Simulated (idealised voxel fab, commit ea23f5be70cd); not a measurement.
Process module name: voxel tone inversion
Each square cell in cross-section cut measures 5 nm, and the section as a whole is 165 nm wide.
For the purposes of this document, a cross-section shall be understood as a grid of square cells, specified as bands listed in top-to-bottom order, each band consisting of one or more rows of cells.
Within each band entry, the heights of the top and of the bottom of the band appear first, in that order and in nm; the materials of the band then follow from left to right, each with its corresponding width in nm. The designation "everywhere" on a single material indicates that it fills the band from edge to edge; the designation "air" indicates empty space.
Measure heights from 0. That's the level where, below it, the as-received wafer is all one material. The lowest band is bottomless and extends downward; write it as in "0..down".
Graded width ("30..40"): value in top row of band = first number; value in bottom row = second number; row-to-row change constant.
It should be understood that the words "same as before", when stated for a given step, signify that the cross-section underwent no change in any of its cells during that step.
"Enclosed void entries" contains a list of empty spaces, each no smaller than 8 cells and without an open way to the top, written in the form width x height at distance with the distance from the left edge and all three in nm.
If you see something after the settings on a step's line, that's the simulator's own remark about that step.
"overlay nm" answers the question of how far to the right of plan the mask lay on a step that has a mask, and when it is negative the answer is to the left.
[Planned process steps]
1: RECEIVE: material Si
2: CONFORMAL_DEP: material SiCN, thk nm 5
3: DIRECTIONAL_DEP: material polySi, thk nm 15
4: PATTERN: tone cover, mask id POSTS, material resist, width nm 15, pitch nm 40, thk nm 20, overlay nm 0
5: DIRECTIONAL_ETCH: etch materials polySi, depth nm 15
6: STRIP: etch materials resist
7: FILL_DEP: material SiO2, thk nm 5
8: CMP: height nm 20
9: STRIP: etch materials polySi
[First of two wafers, with the run carried out as planned]
[Incoming wafer in cross-section (state: after step 1)]
	0..down | Si everywhere
	Enclosed void entries: none
[Step 2 done - wafer cross-section]
	5..0 | SiCN everywhere
	Below a height of 0, the structure has not been altered.
[Step 3 done - wafer cross-section]
	20..5 | polySi everywhere
	Below a height of 5, the structure has not been altered.
[Step 4 done - wafer cross-section]
	40..20 | 55 of air, 15 of resist, 25 of air, 15 of resist, 55 of air
	Below a height of 20, the structure has not been altered.
[Step 5 done - wafer cross-section]
	40..20 | 55 of air, 15 of resist, 25 of air, 15 of resist, 55 of air
	20..5 | 55 of air, 15 of polySi, 25 of air, 15 of polySi, 55 of air
	Below a height of 5, the structure has not been altered.
[Step 6 done - wafer cross-section]
	20..5 | 55 of air, 15 of polySi, 25 of air, 15 of polySi, 55 of air
	Below a height of 5, the structure has not been altered.
[Step 7 done - wafer cross-section]
	25..20 | SiO2 everywhere
	20..5 | 55 of SiO2, 15 of polySi, 25 of SiO2, 15 of polySi, 55 of SiO2
	Below a height of 5, the structure has not been altered.
[Step 8 done - wafer cross-section]
	20..5 | 55 of SiO2, 15 of polySi, 25 of SiO2, 15 of polySi, 55 of SiO2
	Below a height of 5, the structure has not been altered.
[Step 9 done - wafer cross-section]
	20..5 | 55 of SiO2, 15 of air, 25 of SiO2, 15 of air, 55 of SiO2
	Below a height of 5, the structure has not been altered.
[second wafer: like start, like plan, one mistake. Through step 3 it matches the first wafer]
[Cross-sectional representation of the second wafer at the time designated in the plan for the completion of step 4]
	40..20 | 55 of resist, 15 of air, 25 of resist, 15 of air, 55 of resist
	Below a height of 20, the structure has not been altered.
[Cross-sectional representation of the second wafer at the time designated in the plan for the completion of step 5]
	40..20 | 55 of resist, 15 of air, 25 of resist, 15 of air, 55 of resist
	20..5 | 55 of polySi, 15 of air, 25 of polySi, 15 of air, 55 of polySi
	Below a height of 5, the structure has not been altered.
[Cross-sectional representation of the second wafer at the time designated in the plan for the completion of step 6]
	20..5 | 55 of polySi, 15 of air, 25 of polySi, 15 of air, 55 of polySi
	Below a height of 5, the structure has not been altered.
[Cross-sectional representation of the second wafer at the time designated in the plan for the completion of step 7]
	25..20 | SiO2 everywhere
	20..5 | 55 of polySi, 15 of SiO2, 25 of polySi, 15 of SiO2, 55 of polySi
	Below a height of 5, the structure has not been altered.
[Cross-sectional representation of the second wafer at the time designated in the plan for the completion of step 8]
	20..5 | 55 of polySi, 15 of SiO2, 25 of polySi, 15 of SiO2, 55 of polySi
	Below a height of 5, the structure has not been altered.
[Cross-sectional representation of the second wafer at the time designated in the plan for the completion of step 9]
	20..5 | 55 of air, 15 of SiO2, 25 of air, 15 of SiO2, 55 of air
	Below a height of 5, the structure has not been altered.
What broke from the plan during processing? heads up, step 4 didn't go per plan, it actually ran as PATTERN: tone open, mask id POSTS, material resist, width nm 15, pitch nm 40, thk nm 20, overlay nm 0
Final cells, second wafer relative to first, materials higher or lower: SiO2 -63
